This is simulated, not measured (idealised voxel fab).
process module | voxel air gaps
cross-section cut | 260 nm wide | cells 5 nm
A cross-section is a grid of square cells, given in bands from the top down. A band is one or more rows of cells.
Each band's line starts with the height of the band's top and of its bottom, in nm. Then come its materials from left to right, each with its width in nm. One material with "throughout" fills the band from edge to edge. "air" is empty space.
Height 0 is the level under which the wafer as received is all one material. The lowest band goes on downwards, as in "0 down".
A width such as "30 to 40" changes by the same amount from each row of cells to the next, from the band's top row to its bottom row.
"no change" after a step means that no cell of the cross-section changed.
closed voids: empty space of 8 cells or more with no open way to the top, each as width x height at its distance from the left edge, in nm
after a step's settings: what the simulator itself notes on the step
overlay nm, on a step with a mask: how far to the right of its planned place the mask lay; to the left if negative
plan
1 op RECEIVE | material Si
2 op CONFORMAL_DEP | material SiO2 | thk nm 15
3 op CONFORMAL_DEP | material SiCN | thk nm 5
4 op DIRECTIONAL_DEP | material SiO2 | thk nm 40
5 op PATTERN | tone open | mask id LINES | material resist | width nm 20 | pitch nm 45 | thk nm 20 | overlay nm -15
6 op DIRECTIONAL_ETCH | etch materials SiO2 | depth nm 40
7 op STRIP | etch materials resist
8 op CONFORMAL_DEP | material TiN | thk nm 5
9 op FILL_DEP | material Ru | thk nm 5
10 op CMP | height nm 60
11 op EPI | material Ru | thk nm 10
12 op SELECTIVE_ETCH | etch materials SiO2 | depth nm 50
13 op CONFORMAL_DEP | material SiCN | thk nm 5
varied across the wafers: overlay nm of step 5. The plan shows the first wafer's value. All wafers start alike
first wafer as received, after step 1
  0 down: Si throughout
  closed voids: none
first wafer at the end, after step 13
  75 to 70: air 20 | SiCN 185 | air 55
  70 to 60: air 20 | SiCN 5 | Ru 40 | SiCN 5 | Ru 40 | SiCN 5 | Ru 40 | SiCN 5 | Ru 40 | SiCN 5 | air 55
  60 to 55: air 20 | SiCN 15 | TiN 5 | Ru 10 | TiN 5 | SiCN 25 | TiN 5 | Ru 10 | TiN 5 | SiCN 25 | TiN 5 | Ru 10 | TiN 5 | SiCN 25 | TiN 5 | Ru 10 | TiN 5 | SiCN 15 | air 55
  55 to 25: air 30 | SiCN 5 | TiN 5 | Ru 10 | TiN 5 | SiCN 5 | air 15 | SiCN 5 | TiN 5 | Ru 10 | TiN 5 | SiCN 5 | air 15 | SiCN 5 | TiN 5 | Ru 10 | TiN 5 | SiCN 5 | air 15 | SiCN 5 | TiN 5 | Ru 10 | TiN 5 | SiCN 5 | air 65
  25 to 20: SiCN 35 | TiN 20 | SiCN 25 | TiN 20 | SiCN 25 | TiN 20 | SiCN 25 | TiN 20 | SiCN 70
  20 to 15: SiCN throughout
  15 to 0: SiO2 throughout
  0 down: Si throughout
  closed voids: 15 x 30 at 60; 15 x 30 at 105; 15 x 30 at 150
last wafer at the end
  75 to 70: air 50 | SiCN 185 | air 25
  70 to 60: air 50 | SiCN 5 | Ru 40 | SiCN 5 | Ru 40 | SiCN 5 | Ru 40 | SiCN 5 | Ru 40 | SiCN 5 | air 25
  60 to 55: air 50 | SiCN 15 | TiN 5 | Ru 10 | TiN 5 | SiCN 25 | TiN 5 | Ru 10 | TiN 5 | SiCN 25 | TiN 5 | Ru 10 | TiN 5 | SiCN 25 | TiN 5 | Ru 10 | TiN 5 | SiCN 15 | air 25
  55 to 25: air 60 | SiCN 5 | TiN 5 | Ru 10 | TiN 5 | SiCN 5 | air 15 | SiCN 5 | TiN 5 | Ru 10 | TiN 5 | SiCN 5 | air 15 | SiCN 5 | TiN 5 | Ru 10 | TiN 5 | SiCN 5 | air 15 | SiCN 5 | TiN 5 | Ru 10 | TiN 5 | SiCN 5 | air 35
  25 to 20: SiCN 65 | TiN 20 | SiCN 25 | TiN 20 | SiCN 25 | TiN 20 | SiCN 25 | TiN 20 | SiCN 40
  20 to 15: SiCN throughout
  15 to 0: SiO2 throughout
  0 down: Si throughout
  closed voids: 15 x 30 at 90; 15 x 30 at 135; 15 x 30 at 180
each wafer at the end: cells of each material gained (+) or lost (-) since it was received, then its closed voids
overlay nm -15 | +120 Ru | +204 SiCN | +156 SiO2 | +72 TiN | closed voids: 15 x 30 at 60; 15 x 30 at 105; 15 x 30 at 150
overlay nm -10 | +120 Ru | +204 SiCN | +156 SiO2 | +72 TiN | closed voids: 15 x 30 at 65; 15 x 30 at 110; 15 x 30 at 155
overlay nm -5 | +120 Ru | +204 SiCN | +156 SiO2 | +72 TiN | closed voids: 15 x 30 at 70; 15 x 30 at 115; 15 x 30 at 160
overlay nm 0 | +120 Ru | +204 SiCN | +156 SiO2 | +72 TiN | closed voids: 15 x 30 at 75; 15 x 30 at 120; 15 x 30 at 165
overlay nm 5 | +120 Ru | +204 SiCN | +156 SiO2 | +72 TiN | closed voids: 15 x 30 at 80; 15 x 30 at 125; 15 x 30 at 170
overlay nm 10 | +120 Ru | +204 SiCN | +156 SiO2 | +72 TiN | closed voids: 15 x 30 at 85; 15 x 30 at 130; 15 x 30 at 175
overlay nm 15 | +120 Ru | +204 SiCN | +156 SiO2 | +72 TiN | closed voids: 15 x 30 at 90; 15 x 30 at 135; 15 x 30 at 180
